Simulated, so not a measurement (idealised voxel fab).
Module name: voxel gate over fins (process module)
It is cross-section cut that appears here, measuring 280 nm in width, its square cells being 5 nm in size.
Cross-section = grid of square cells, listed top down in bands; band = one or more rows.
Top, bottom (nm), then materials left to right with widths (nm); lone material tagged "everywhere" fills the whole band edge to edge; "empty" = empty space.
Height datum 0, below which the as-received substrate wafer is one material. Lowest band open at the bottom, running downward: "top 0, no bottom".
So if you see something like "30 to 40" for the width, read it as the top row of the band sitting at the first number and the bottom row at the second, with every row in between moving by the same amount as the last.
Given "nothing was modified" for a step, no cell of the cross-section differs between before and after that step.
What "Closed void list" gives you is every empty space of 8 cells or more that is cut off from the top. Each appears as width x height at distance, with the distance taken from the left edge and width, height and distance all in nm.
Note: text after step settings on the step line = simulator remark on that step.
On any step carrying a mask, the "overlay nm" setting, if present on the step's line, tells how far right of its planned place the mask lay; negative values point to the left.
Each of the pairs that make up the rest of this document says: here is the cross-section before one process step, here is the cross-section after it, drawn only down to the lowest band that changed, and here, under the pair, is the step lying between them with its settings. Different pairs may come from different runs of this module on the same starting wafer, so a pair continues from the pair above it only where its entry headed "Pre-step geometry" says so.

Pre-step geometry:
> top 0, no bottom | Si everywhere
> Closed void list: none

Cross-Section Thereafter:
> top 10, bottom 0 | SiN everywhere
> Rest of section, below 0: as before.
> Closed void list: none
The transition between the preceding cross-sections is accomplished by op CONFORMAL_DEP | material SiN | thk nm 10

Pre-step geometry: The initial state for this step is given by the after cross-section of the immediately preceding pair.

Cross-Section Thereafter:
> top 10, bottom 0 | 110 nm empty; 15 nm SiN; 30 nm empty; 15 nm SiN; 110 nm empty
> Rest of section, below 0: as before.
> Closed void list: none
The transition between the preceding cross-sections is accomplished by op MASKED_ETCH | tone cover | mask id FINS | width nm 15 | pitch nm 45 | etch materials SiN | depth nm 10 | overlay nm 0

Pre-step geometry: The initial state for this step is given by the after cross-section of the immediately preceding pair.

Cross-Section Thereafter:
> top 10, bottom 0 | 110 nm empty; 15 nm SiN; 30 nm empty; 15 nm SiN; 110 nm empty
> top 0, bottom -30 | 110 nm empty; 15 nm Si; 30 nm empty; 15 nm Si; 110 nm empty
> Rest of section, below -30: as before.
> Closed void list: none
The transition between the preceding cross-sections is accomplished by op MASKED_ETCH | tone cover | mask id FINS | width nm 15 | pitch nm 45 | etch materials Si | depth nm 30 | overlay nm 0

Pre-step geometry: The initial state for this step is given by the after cross-section of the immediately preceding pair.

Cross-Section Thereafter:
> top 10, bottom 0 | 110 nm empty; 15 nm SiN; 30 nm empty; 15 nm SiN; 110 nm empty
> top 0, bottom -30 | 110 nm empty; 5 nm SiO2; 5 nm Si; 5 nm SiO2; 30 nm empty; 5 nm SiO2; 5 nm Si; 5 nm SiO2; 110 nm empty
> top -30, bottom -35 | 115 nm SiO2; 5 nm Si; 40 nm SiO2; 5 nm Si; 115 nm SiO2
> Rest of section, below -35: as before.
> Closed void list: none
The transition between the preceding cross-sections is accomplished by op OXIDIZE | depth nm 5

Pre-step geometry: The initial state for this step is given by the after cross-section of the immediately preceding pair.

Cross-Section Thereafter:
> top 15, bottom 10 | SiO2 everywhere
> top 10, bottom 0 | 110 nm SiO2; 15 nm SiN; 30 nm SiO2; 15 nm SiN; 110 nm SiO2
> top 0, bottom -35 | 115 nm SiO2; 5 nm Si; 40 nm SiO2; 5 nm Si; 115 nm SiO2
> Rest of section, below -35: as before.
> Closed void list: none
The transition between the preceding cross-sections is accomplished by op FILL_DEP | material SiO2 | thk nm 5

Pre-step geometry: The initial state for this step is given by the after cross-section of the immediately preceding pair.

Cross-Section Thereafter:
> top 10, bottom 0 | 110 nm SiO2; 15 nm SiN; 30 nm SiO2; 15 nm SiN; 110 nm SiO2
> Rest of section, below 0: as before.
> Closed void list: none
The transition between the preceding cross-sections is accomplished by op CMP | height nm 10

Pre-step geometry: The initial state for this step is given by the after cross-section of the immediately preceding pair.

Cross-Section Thereafter:
> top 10, bottom 0 | 110 nm empty; 15 nm SiN; 30 nm empty; 15 nm SiN; 110 nm empty
> top 0, bottom -10 | 115 nm empty; 5 nm Si; 40 nm empty; 5 nm Si; 115 nm empty
> Rest of section, below -10: as before.
> Closed void list: none
The transition between the preceding cross-sections is accomplished by op SELECTIVE_ETCH | etch materials SiO2 | depth nm 20

Pre-step geometry: The initial state for this step is given by the after cross-section of the immediately preceding pair.

Cross-Section Thereafter:
> top 0, bottom -10 | 115 nm empty; 5 nm Si; 40 nm empty; 5 nm Si; 115 nm empty
> Rest of section, below -10: as before.
> Closed void list: none
The transition between the preceding cross-sections is accomplished by op STRIP | etch materials SiN

Pre-step geometry: The initial state for this step is given by the after cross-section of the immediately preceding pair.

Cross-Section Thereafter:
> top 5, bottom 0 | 110 nm empty; 15 nm HfO2; 30 nm empty; 15 nm HfO2; 110 nm empty
> top 0, bottom -5 | 110 nm empty; 5 nm HfO2; 5 nm Si; 5 nm HfO2; 30 nm empty; 5 nm HfO2; 5 nm Si; 5 nm HfO2; 110 nm empty
> top -5, bottom -10 | 115 nm HfO2; 5 nm Si; 40 nm HfO2; 5 nm Si; 115 nm HfO2
> Rest of section, below -10: as before.
> Closed void list: none
The transition between the preceding cross-sections is accomplished by op CONFORMAL_DEP | material HfO2 | thk nm 5

Pre-step geometry: The initial state for this step is given by the after cross-section of the immediately preceding pair.

Cross-Section Thereafter:
> top 10, bottom 5 | 105 nm empty; 25 nm TiN; 20 nm empty; 25 nm TiN; 105 nm empty
> top 5, bottom 0 | 105 nm empty; 5 nm TiN; 15 nm HfO2; 5 nm TiN; 20 nm empty; 5 nm TiN; 15 nm HfO2; 5 nm TiN; 105 nm empty
> top 0, bottom -5 | 110 nm TiN; 5 nm HfO2; 5 nm Si; 5 nm HfO2; 30 nm TiN; 5 nm HfO2; 5 nm Si; 5 nm HfO2; 110 nm TiN
> Rest of section, below -5: as before.
> Closed void list: none
The transition between the preceding cross-sections is accomplished by op CONFORMAL_DEP | material TiN | thk nm 5

Pre-step geometry: The initial state for this step is given by the after cross-section of the immediately preceding pair.

Cross-Section Thereafter:
> top 15, bottom 10 | 100 nm empty; 35 nm TiAl; 10 nm empty; 35 nm TiAl; 100 nm empty
> top 10, bottom 5 | 100 nm empty; 5 nm TiAl; 25 nm TiN; 5 nm TiAl; 10 nm empty; 5 nm TiAl; 25 nm TiN; 5 nm TiAl; 100 nm empty
> top 5, bottom 0 | 105 nm TiAl; 5 nm TiN; 15 nm HfO2; 5 nm TiN; 20 nm TiAl; 5 nm TiN; 15 nm HfO2; 5 nm TiN; 105 nm TiAl
> Rest of section, below 0: as before.
> Closed void list: none
The transition between the preceding cross-sections is accomplished by op CONFORMAL_DEP | material TiAl | thk nm 5

Pre-step geometry: The initial state for this step is given by the after cross-section of the immediately preceding pair.

Cross-Section Thereafter:
> top 20, bottom 15 | 95 nm empty; 90 nm TiN; 95 nm empty
> top 15, bottom 10 | 95 nm empty; 5 nm TiN; 35 nm TiAl; 10 nm TiN; 35 nm TiAl; 5 nm TiN; 95 nm empty
> top 10, bottom 5 | 100 nm TiN; 5 nm TiAl; 25 nm TiN; 5 nm TiAl; 10 nm TiN; 5 nm TiAl; 25 nm TiN; 5 nm TiAl; 100 nm TiN
> Rest of section, below 5: as before.
> Closed void list: none
The transition between the preceding cross-sections is accomplished by op CONFORMAL_DEP | material TiN | thk nm 5

Pre-step geometry: The initial state for this step is given by the after cross-section of the immediately preceding pair.

Cross-Section Thereafter:
> top 35, bottom 20 | W everywhere
> top 20, bottom 15 | 95 nm W; 90 nm TiN; 95 nm W
> top 15, bottom 10 | 95 nm W; 5 nm TiN; 35 nm TiAl; 10 nm TiN; 35 nm TiAl; 5 nm TiN; 95 nm W
> Rest of section, below 10: as before.
> Closed void list: none
The transition between the preceding cross-sections is accomplished by op FILL_DEP | material W | thk nm 15

Pre-step geometry: The initial state for this step is given by the after cross-section of the immediately preceding pair.

Cross-Section Thereafter:
> top 30, bottom 20 | W everywhere
> Rest of section, below 20: as before.
> Closed void list: none
The transition between the preceding cross-sections is accomplished by op CMP | height nm 30

Pre-step geometry: The initial state for this step is given by the after cross-section of the immediately preceding pair.

Cross-Section Thereafter:
> top 40, bottom 30 | SiN everywhere
> Rest of section, below 30: as before.
> Closed void list: none
The transition between the preceding cross-sections is accomplished by op CONFORMAL_DEP | material SiN | thk nm 10

Pre-step geometry:
> top 10, bottom 5 | 105 nm empty; 25 nm TiN; 20 nm empty; 25 nm TiN; 105 nm empty
> top 5, bottom 0 | 105 nm empty; 5 nm TiN; 15 nm HfO2; 5 nm TiN; 20 nm empty; 5 nm TiN; 15 nm HfO2; 5 nm TiN; 105 nm empty
> top 0, bottom -5 | 110 nm TiN; 5 nm HfO2; 5 nm Si; 5 nm HfO2; 30 nm TiN; 5 nm HfO2; 5 nm Si; 5 nm HfO2; 110 nm TiN
> top -5, bottom -10 | 115 nm HfO2; 5 nm Si; 40 nm HfO2; 5 nm Si; 115 nm HfO2
> top -10, bottom -35 | 115 nm SiO2; 5 nm Si; 40 nm SiO2; 5 nm Si; 115 nm SiO2
> top -35, no bottom | Si everywhere
> Closed void list: none

Cross-Section Thereafter:
> top 15, bottom 5 | 100 nm empty; 35 nm TiN; 10 nm empty; 35 nm TiN; 100 nm empty
> top 5, bottom 0 | 110 nm TiN; 15 nm HfO2; 30 nm TiN; 15 nm HfO2; 110 nm TiN
> Rest of section, below 0: as before.
> Closed void list: none
The transition between the preceding cross-sections is accomplished by op CONFORMAL_DEP | material TiN | thk nm 5

Pre-step geometry: The initial state for this step is given by the after cross-section of the immediately preceding pair.

Cross-Section Thereafter:
> top 30, bottom 15 | W everywhere
> top 15, bottom 5 | 100 nm W; 35 nm TiN; 10 nm W; 35 nm TiN; 100 nm W
> Rest of section, below 5: as before.
> Closed void list: none
The transition between the preceding cross-sections is accomplished by op FILL_DEP | material W | thk nm 15

Pre-step geometry: The initial state for this step is given by the after cross-section of the immediately preceding pair.

Cross-Section Thereafter:
> top 40, bottom 30 | SiN everywhere
> Rest of section, below 30: as before.
> Closed void list: none
The transition between the preceding cross-sections is accomplished by op CONFORMAL_DEP | material SiN | thk nm 10

Pre-step geometry:
> top 10, bottom 0 | 110 nm empty; 15 nm SiN; 30 nm empty; 15 nm SiN; 110 nm empty
> top 0, bottom -10 | 115 nm empty; 5 nm Si; 40 nm empty; 5 nm Si; 115 nm empty
> top -10, bottom -35 | 115 nm SiO2; 5 nm Si; 40 nm SiO2; 5 nm Si; 115 nm SiO2
> top -35, no bottom | Si everywhere
> Closed void list: none

Cross-Section Thereafter:
> top 10, bottom 0 | 110 nm empty; 15 nm SiN; 30 nm empty; 15 nm SiN; 110 nm empty
> top 0, bottom -30 | 115 nm empty; 5 nm Si; 40 nm empty; 5 nm Si; 115 nm empty
> Rest of section, below -30: as before.
> Closed void list: none
The transition between the preceding cross-sections is accomplished by op SELECTIVE_ETCH | etch materials SiO2 | depth nm 20

Pre-step geometry: The initial state for this step is given by the after cross-section of the immediately preceding pair.

Cross-Section Thereafter:
> top 0, bottom -30 | 115 nm empty; 5 nm Si; 40 nm empty; 5 nm Si; 115 nm empty
> Rest of section, below -30: as before.
> Closed void list: none
The transition between the preceding cross-sections is accomplished by op STRIP | etch materials SiN

Pre-step geometry: The initial state for this step is given by the after cross-section of the immediately preceding pair.

Cross-Section Thereafter:
> top 5, bottom 0 | 110 nm empty; 15 nm HfO2; 30 nm empty; 15 nm HfO2; 110 nm empty
> top 0, bottom -25 | 110 nm empty; 5 nm HfO2; 5 nm Si; 5 nm HfO2; 30 nm empty; 5 nm HfO2; 5 nm Si; 5 nm HfO2; 110 nm empty
> top -25, bottom -30 | 115 nm HfO2; 5 nm Si; 40 nm HfO2; 5 nm Si; 115 nm HfO2
> Rest of section, below -30: as before.
> Closed void list: none
The transition between the preceding cross-sections is accomplished by op CONFORMAL_DEP | material HfO2 | thk nm 5

Pre-step geometry: The initial state for this step is given by the after cross-section of the immediately preceding pair.

Cross-Section Thereafter:
> top 10, bottom 5 | 105 nm empty; 25 nm TiN; 20 nm empty; 25 nm TiN; 105 nm empty
> top 5, bottom 0 | 105 nm empty; 5 nm TiN; 15 nm HfO2; 5 nm TiN; 20 nm empty; 5 nm TiN; 15 nm HfO2; 5 nm TiN; 105 nm empty
> top 0, bottom -20 | 105 nm empty; 5 nm TiN; 5 nm HfO2; 5 nm Si; 5 nm HfO2; 5 nm TiN; 20 nm empty; 5 nm TiN; 5 nm HfO2; 5 nm Si; 5 nm HfO2; 5 nm TiN; 105 nm empty
> top -20, bottom -25 | 110 nm TiN; 5 nm HfO2; 5 nm Si; 5 nm HfO2; 30 nm TiN; 5 nm HfO2; 5 nm Si; 5 nm HfO2; 110 nm TiN
> Rest of section, below -25: as before.
> Closed void list: none
The transition between the preceding cross-sections is accomplished by op CONFORMAL_DEP | material TiN | thk nm 5

Pre-step geometry: The initial state for this step is given by the after cross-section of the immediately preceding pair.

Cross-Section Thereafter:
> top 15, bottom 10 | 100 nm empty; 35 nm TiAl; 10 nm empty; 35 nm TiAl; 100 nm empty
> top 10, bottom 5 | 100 nm empty; 5 nm TiAl; 25 nm TiN; 5 nm TiAl; 10 nm empty; 5 nm TiAl; 25 nm TiN; 5 nm TiAl; 100 nm empty
> top 5, bottom 0 | 100 nm empty; 5 nm TiAl; 5 nm TiN; 15 nm HfO2; 5 nm TiN; 5 nm TiAl; 10 nm empty; 5 nm TiAl; 5 nm TiN; 15 nm HfO2; 5 nm TiN; 5 nm TiAl; 100 nm empty
> top 0, bottom -15 | 100 nm empty; 5 nm TiAl; 5 nm TiN; 5 nm HfO2; 5 nm Si; 5 nm HfO2; 5 nm TiN; 5 nm TiAl; 10 nm empty; 5 nm TiAl; 5 nm TiN; 5 nm HfO2; 5 nm Si; 5 nm HfO2; 5 nm TiN; 5 nm TiAl; 100 nm empty
> top -15, bottom -20 | 105 nm TiAl; 5 nm TiN; 5 nm HfO2; 5 nm Si; 5 nm HfO2; 5 nm TiN; 20 nm TiAl; 5 nm TiN; 5 nm HfO2; 5 nm Si; 5 nm HfO2; 5 nm TiN; 105 nm TiAl
> Rest of section, below -20: as before.
> Closed void list: none
The transition between the preceding cross-sections is accomplished by op CONFORMAL_DEP | material TiAl | thk nm 5

Pre-step geometry: The initial state for this step is given by the after cross-section of the immediately preceding pair.

Cross-Section Thereafter:
> top 20, bottom 15 | 95 nm empty; 90 nm TiN; 95 nm empty
> top 15, bottom 10 | 95 nm empty; 5 nm TiN; 35 nm TiAl; 10 nm TiN; 35 nm TiAl; 5 nm TiN; 95 nm empty
> top 10, bottom 5 | 95 nm empty; 5 nm TiN; 5 nm TiAl; 25 nm TiN; 5 nm TiAl; 10 nm TiN; 5 nm TiAl; 25 nm TiN; 5 nm TiAl; 5 nm TiN; 95 nm empty
> top 5, bottom 0 | 95 nm empty; 5 nm TiN; 5 nm TiAl; 5 nm TiN; 15 nm HfO2; 5 nm TiN; 5 nm TiAl; 10 nm TiN; 5 nm TiAl; 5 nm TiN; 15 nm HfO2; 5 nm TiN; 5 nm TiAl; 5 nm TiN; 95 nm empty
> top 0, bottom -10 | 95 nm empty; 5 nm TiN; 5 nm TiAl; 5 nm TiN; 5 nm HfO2; 5 nm Si; 5 nm HfO2; 5 nm TiN; 5 nm TiAl; 10 nm TiN; 5 nm TiAl; 5 nm TiN; 5 nm HfO2; 5 nm Si; 5 nm HfO2; 5 nm TiN; 5 nm TiAl; 5 nm TiN; 95 nm empty
> top -10, bottom -15 | 100 nm TiN; 5 nm TiAl; 5 nm TiN; 5 nm HfO2; 5 nm Si; 5 nm HfO2; 5 nm TiN; 5 nm TiAl; 10 nm TiN; 5 nm TiAl; 5 nm TiN; 5 nm HfO2; 5 nm Si; 5 nm HfO2; 5 nm TiN; 5 nm TiAl; 100 nm TiN
> Rest of section, below -15: as before.
> Closed void list: none
The transition between the preceding cross-sections is accomplished by op CONFORMAL_DEP | material TiN | thk nm 5

Pre-step geometry: The initial state for this step is given by the after cross-section of the immediately preceding pair.

Cross-Section Thereafter:
> top 35, bottom 20 | W everywhere
> top 20, bottom 15 | 95 nm W; 90 nm TiN; 95 nm W
> top 15, bottom 10 | 95 nm W; 5 nm TiN; 35 nm TiAl; 10 nm TiN; 35 nm TiAl; 5 nm TiN; 95 nm W
> top 10, bottom 5 | 95 nm W; 5 nm TiN; 5 nm TiAl; 25 nm TiN; 5 nm TiAl; 10 nm TiN; 5 nm TiAl; 25 nm TiN; 5 nm TiAl; 5 nm TiN; 95 nm W
> top 5, bottom 0 | 95 nm W; 5 nm TiN; 5 nm TiAl; 5 nm TiN; 15 nm HfO2; 5 nm TiN; 5 nm TiAl; 10 nm TiN; 5 nm TiAl; 5 nm TiN; 15 nm HfO2; 5 nm TiN; 5 nm TiAl; 5 nm TiN; 95 nm W
> top 0, bottom -10 | 95 nm W; 5 nm TiN; 5 nm TiAl; 5 nm TiN; 5 nm HfO2; 5 nm Si; 5 nm HfO2; 5 nm TiN; 5 nm TiAl; 10 nm TiN; 5 nm TiAl; 5 nm TiN; 5 nm HfO2; 5 nm Si; 5 nm HfO2; 5 nm TiN; 5 nm TiAl; 5 nm TiN; 95 nm W
> Rest of section, below -10: as before.
> Closed void list: none
The transition between the preceding cross-sections is accomplished by op FILL_DEP | material W | thk nm 15

Pre-step geometry: The initial state for this step is given by the after cross-section of the immediately preceding pair.

Cross-Section Thereafter:
> top 30, bottom 20 | W everywhere
> Rest of section, below 20: as before.
> Closed void list: none
The transition between the preceding cross-sections is accomplished by op CMP | height nm 30

Pre-step geometry: The initial state for this step is given by the after cross-section of the immediately preceding pair.

Cross-Section Thereafter:
> top 40, bottom 30 | SiN everywhere
> Rest of section, below 30: as before.
> Closed void list: none
The transition between the preceding cross-sections is accomplished by op CONFORMAL_DEP | material SiN | thk nm 10

Pre-step geometry:
> top 5, bottom 0 | 110 nm empty; 15 nm HfO2; 30 nm empty; 15 nm HfO2; 110 nm empty
> top 0, bottom -5 | 110 nm empty; 5 nm HfO2; 5 nm Si; 5 nm HfO2; 30 nm empty; 5 nm HfO2; 5 nm Si; 5 nm HfO2; 110 nm empty
> top -5, bottom -10 | 115 nm HfO2; 5 nm Si; 40 nm HfO2; 5 nm Si; 115 nm HfO2
> top -10, bottom -35 | 115 nm SiO2; 5 nm Si; 40 nm SiO2; 5 nm Si; 115 nm SiO2
> top -35, no bottom | Si everywhere
> Closed void list: none

Cross-Section Thereafter:
> top 10, bottom 5 | 105 nm empty; 25 nm TiAl; 20 nm empty; 25 nm TiAl; 105 nm empty
> top 5, bottom 0 | 105 nm empty; 5 nm TiAl; 15 nm HfO2; 5 nm TiAl; 20 nm empty; 5 nm TiAl; 15 nm HfO2; 5 nm TiAl; 105 nm empty
> top 0, bottom -5 | 110 nm TiAl; 5 nm HfO2; 5 nm Si; 5 nm HfO2; 30 nm TiAl; 5 nm HfO2; 5 nm Si; 5 nm HfO2; 110 nm TiAl
> Rest of section, below -5: as before.
> Closed void list: none
The transition between the preceding cross-sections is accomplished by op CONFORMAL_DEP | material TiAl | thk nm 5

Pre-step geometry: The initial state for this step is given by the after cross-section of the immediately preceding pair.

Cross-Section Thereafter:
> top 15, bottom 10 | 100 nm empty; 35 nm TiN; 10 nm empty; 35 nm TiN; 100 nm empty
> top 10, bottom 5 | 100 nm empty; 5 nm TiN; 25 nm TiAl; 5 nm TiN; 10 nm empty; 5 nm TiN; 25 nm TiAl; 5 nm TiN; 100 nm empty
> top 5, bottom 0 | 105 nm TiN; 5 nm TiAl; 15 nm HfO2; 5 nm TiAl; 20 nm TiN; 5 nm TiAl; 15 nm HfO2; 5 nm TiAl; 105 nm TiN
> Rest of section, below 0: as before.
> Closed void list: none
The transition between the preceding cross-sections is accomplished by op CONFORMAL_DEP | material TiN | thk nm 5

Pre-step geometry: The initial state for this step is given by the after cross-section of the immediately preceding pair.

Cross-Section Thereafter:
> top 20, bottom 10 | 95 nm empty; 90 nm TiN; 95 nm empty
> top 10, bottom 5 | 105 nm TiN; 25 nm TiAl; 20 nm TiN; 25 nm TiAl; 105 nm TiN
> Rest of section, below 5: as before.
> Closed void list: none
The transition between the preceding cross-sections is accomplished by op CONFORMAL_DEP | material TiN | thk nm 5

Pre-step geometry: The initial state for this step is given by the after cross-section of the immediately preceding pair.

Cross-Section Thereafter:
> top 35, bottom 20 | W everywhere
> top 20, bottom 10 | 95 nm W; 90 nm TiN; 95 nm W
> Rest of section, below 10: as before.
> Closed void list: none
The transition between the preceding cross-sections is accomplished by op FILL_DEP | material W | thk nm 15

Pre-step geometry: The initial state for this step is given by the after cross-section of the immediately preceding pair.

Cross-Section Thereafter:
> top 30, bottom 20 | W everywhere
> Rest of section, below 20: as before.
> Closed void list: none
The transition between the preceding cross-sections is accomplished by op CMP | height nm 30

Pre-step geometry: The initial state for this step is given by the after cross-section of the immediately preceding pair.

Cross-Section Thereafter:
> top 40, bottom 30 | SiN everywhere
> Rest of section, below 30: as before.
> Closed void list: none
The transition between the preceding cross-sections is accomplished by op CONFORMAL_DEP | material SiN | thk nm 10

Pre-step geometry:
> top 35, bottom 20 | W everywhere
> top 20, bottom 15 | 95 nm W; 90 nm TiN; 95 nm W
> top 15, bottom 10 | 95 nm W; 5 nm TiN; 35 nm TiAl; 10 nm TiN; 35 nm TiAl; 5 nm TiN; 95 nm W
> top 10, bottom 5 | 100 nm TiN; 5 nm TiAl; 25 nm TiN; 5 nm TiAl; 10 nm TiN; 5 nm TiAl; 25 nm TiN; 5 nm TiAl; 100 nm TiN
> top 5, bottom 0 | 105 nm TiAl; 5 nm TiN; 15 nm HfO2; 5 nm TiN; 20 nm TiAl; 5 nm TiN; 15 nm HfO2; 5 nm TiN; 105 nm TiAl
> top 0, bottom -5 | 110 nm TiN; 5 nm HfO2; 5 nm Si; 5 nm HfO2; 30 nm TiN; 5 nm HfO2; 5 nm Si; 5 nm HfO2; 110 nm TiN
> top -5, bottom -10 | 115 nm HfO2; 5 nm Si; 40 nm HfO2; 5 nm Si; 115 nm HfO2
> top -10, bottom -35 | 115 nm SiO2; 5 nm Si; 40 nm SiO2; 5 nm Si; 115 nm SiO2
> top -35, no bottom | Si everywhere
> Closed void list: none

Cross-Section Thereafter:
> top 20, bottom 15 | 95 nm W; 90 nm TiN; 95 nm W
> Rest of section, below 15: as before.
> Closed void list: none
The transition between the preceding cross-sections is accomplished by op CMP | height nm 20

Pre-step geometry: The initial state for this step is given by the after cross-section of the immediately preceding pair.

Cross-Section Thereafter:
> top 30, bottom 20 | SiN everywhere
> Rest of section, below 20: as before.
> Closed void list: none
The transition between the preceding cross-sections is accomplished by op CONFORMAL_DEP | material SiN | thk nm 10

Pre-step geometry:
> top 10, bottom 0 | 110 nm empty; 15 nm SiN; 30 nm empty; 15 nm SiN; 110 nm empty
> top 0, no bottom | Si everywhere
> Closed void list: none

Cross-Section Thereafter:
> top 10, bottom 0 | 110 nm empty; 15 nm SiN; 30 nm empty; 15 nm SiN; 110 nm empty
> top 0, bottom -30 | 105 nm empty; 25 nm Si; 20 nm empty; 25 nm Si; 105 nm empty
> Rest of section, below -30: as before.
> Closed void list: none
The transition between the preceding cross-sections is accomplished by op MASKED_ETCH | tone cover | mask id FINS | width nm 25 | pitch nm 45 | etch materials Si | depth nm 30 | overlay nm 0

Pre-step geometry: The initial state for this step is given by the after cross-section of the immediately preceding pair.

Cross-Section Thereafter:
> top 10, bottom 0 | 110 nm empty; 15 nm SiN; 30 nm empty; 15 nm SiN; 110 nm empty
> top 0, bottom -5 | 105 nm empty; 10 nm SiO2; 5 nm Si; 10 nm SiO2; 20 nm empty; 10 nm SiO2; 5 nm Si; 10 nm SiO2; 105 nm empty
> top -5, bottom -30 | 105 nm empty; 5 nm SiO2; 15 nm Si; 5 nm SiO2; 20 nm empty; 5 nm SiO2; 15 nm Si; 5 nm SiO2; 105 nm empty
> top -30, bottom -35 | 110 nm SiO2; 15 nm Si; 30 nm SiO2; 15 nm Si; 110 nm SiO2
> Rest of section, below -35: as before.
> Closed void list: none
The transition between the preceding cross-sections is accomplished by op OXIDIZE | depth nm 5

Pre-step geometry: The initial state for this step is given by the after cross-section of the immediately preceding pair.

Cross-Section Thereafter:
> top 15, bottom 10 | SiO2 everywhere
> top 10, bottom 0 | 110 nm SiO2; 15 nm SiN; 30 nm SiO2; 15 nm SiN; 110 nm SiO2
> top 0, bottom -5 | 115 nm SiO2; 5 nm Si; 40 nm SiO2; 5 nm Si; 115 nm SiO2
> top -5, bottom -35 | 110 nm SiO2; 15 nm Si; 30 nm SiO2; 15 nm Si; 110 nm SiO2
> Rest of section, below -35: as before.
> Closed void list: none
The transition between the preceding cross-sections is accomplished by op FILL_DEP | material SiO2 | thk nm 5

Pre-step geometry: The initial state for this step is given by the after cross-section of the immediately preceding pair.

Cross-Section Thereafter:
> top 10, bottom 0 | 110 nm SiO2; 15 nm SiN; 30 nm SiO2; 15 nm SiN; 110 nm SiO2
> Rest of section, below 0: as before.
> Closed void list: none
The transition between the preceding cross-sections is accomplished by op CMP | height nm 10

Pre-step geometry: The initial state for this step is given by the after cross-section of the immediately preceding pair.

Cross-Section Thereafter:
> top 10, bottom 0 | 110 nm empty; 15 nm SiN; 30 nm empty; 15 nm SiN; 110 nm empty
> top 0, bottom -10 | 115 to 110 nm empty; 5 to 15 nm Si; 40 to 30 nm empty; 5 to 15 nm Si; 115 to 110 nm empty
> Rest of section, below -10: as before.
> Closed void list: none
The transition between the preceding cross-sections is accomplished by op SELECTIVE_ETCH | etch materials SiO2 | depth nm 20

Pre-step geometry: The initial state for this step is given by the after cross-section of the immediately preceding pair.

Cross-Section Thereafter:
> top 0, bottom -10 | 115 to 110 nm empty; 5 to 15 nm Si; 40 to 30 nm empty; 5 to 15 nm Si; 115 to 110 nm empty
> Rest of section, below -10: as before.
> Closed void list: none
The transition between the preceding cross-sections is accomplished by op STRIP | etch materials SiN

Pre-step geometry: The initial state for this step is given by the after cross-section of the immediately preceding pair.

Cross-Section Thereafter:
> top 5, bottom 0 | 110 nm empty; 15 nm HfO2; 30 nm empty; 15 nm HfO2; 110 nm empty
> top 0, bottom -5 | 105 nm empty; 10 nm HfO2; 5 nm Si; 10 nm HfO2; 20 nm empty; 10 nm HfO2; 5 nm Si; 10 nm HfO2; 105 nm empty
> top -5, bottom -10 | 110 nm HfO2; 15 nm Si; 30 nm HfO2; 15 nm Si; 110 nm HfO2
> Rest of section, below -10: as before.
> Closed void list: none
The transition between the preceding cross-sections is accomplished by op CONFORMAL_DEP | material HfO2 | thk nm 5

Pre-step geometry: The initial state for this step is given by the after cross-section of the immediately preceding pair.

Cross-Section Thereafter:
> top 10, bottom 5 | 105 nm empty; 25 nm TiN; 20 nm empty; 25 nm TiN; 105 nm empty
> top 5, bottom 0 | 100 nm empty; 10 nm TiN; 15 nm HfO2; 10 nm TiN; 10 nm empty; 10 nm TiN; 15 nm HfO2; 10 nm TiN; 100 nm empty
> top 0, bottom -5 | 105 nm TiN; 10 nm HfO2; 5 nm Si; 10 nm HfO2; 20 nm TiN; 10 nm HfO2; 5 nm Si; 10 nm HfO2; 105 nm TiN
> Rest of section, below -5: as before.
> Closed void list: none
The transition between the preceding cross-sections is accomplished by op CONFORMAL_DEP | material TiN | thk nm 5

Pre-step geometry: The initial state for this step is given by the after cross-section of the immediately preceding pair.

Cross-Section Thereafter:
> top 15, bottom 10 | 100 nm empty; 35 nm TiAl; 10 nm empty; 35 nm TiAl; 100 nm empty
> top 10, bottom 5 | 95 nm empty; 10 nm TiAl; 25 nm TiN; 20 nm TiAl; 25 nm TiN; 10 nm TiAl; 95 nm empty
> top 5, bottom 0 | 100 nm TiAl; 10 nm TiN; 15 nm HfO2; 10 nm TiN; 10 nm TiAl; 10 nm TiN; 15 nm HfO2; 10 nm TiN; 100 nm TiAl
> Rest of section, below 0: as before.
> Closed void list: none
The transition between the preceding cross-sections is accomplished by op CONFORMAL_DEP | material TiAl | thk nm 5

Pre-step geometry: The initial state for this step is given by the after cross-section of the immediately preceding pair.

Cross-Section Thereafter:
> top 20, bottom 15 | 95 nm empty; 90 nm TiN; 95 nm empty
> top 15, bottom 10 | 90 nm empty; 10 nm TiN; 35 nm TiAl; 10 nm TiN; 35 nm TiAl; 10 nm TiN; 90 nm empty
> top 10, bottom 5 | 95 nm TiN; 10 nm TiAl; 25 nm TiN; 20 nm TiAl; 25 nm TiN; 10 nm TiAl; 95 nm TiN
> Rest of section, below 5: as before.
> Closed void list: none
The transition between the preceding cross-sections is accomplished by op CONFORMAL_DEP | material TiN | thk nm 5

Pre-step geometry: The initial state for this step is given by the after cross-section of the immediately preceding pair.

Cross-Section Thereafter:
> top 35, bottom 20 | W everywhere
> top 20, bottom 15 | 95 nm W; 90 nm TiN; 95 nm W
> top 15, bottom 10 | 90 nm W; 10 nm TiN; 35 nm TiAl; 10 nm TiN; 35 nm TiAl; 10 nm TiN; 90 nm W
> Rest of section, below 10: as before.
> Closed void list: none
The transition between the preceding cross-sections is accomplished by op FILL_DEP | material W | thk nm 15

Pre-step geometry: The initial state for this step is given by the after cross-section of the immediately preceding pair.

Cross-Section Thereafter:
> top 30, bottom 20 | W everywhere
> Rest of section, below 20: as before.
> Closed void list: none
The transition between the preceding cross-sections is accomplished by op CMP | height nm 30

Pre-step geometry: The initial state for this step is given by the after cross-section of the immediately preceding pair.

Cross-Section Thereafter:
> top 40, bottom 30 | SiN everywhere
> Rest of section, below 30: as before.
> Closed void list: none
The transition between the preceding cross-sections is accomplished by op CONFORMAL_DEP | material SiN | thk nm 10

Pre-step geometry:
> top 10, bottom 0 | SiN everywhere
> top 0, no bottom | Si everywhere
> Closed void list: none

Cross-Section Thereafter:
> top 10, bottom 0 | 105 nm empty; 15 nm SiN; 30 nm empty; 15 nm SiN; 115 nm empty
> Rest of section, below 0: as before.
> Closed void list: none
The transition between the preceding cross-sections is accomplished by op MASKED_ETCH | tone cover | mask id FINS | width nm 15 | pitch nm 45 | etch materials SiN | depth nm 10 | overlay nm -5
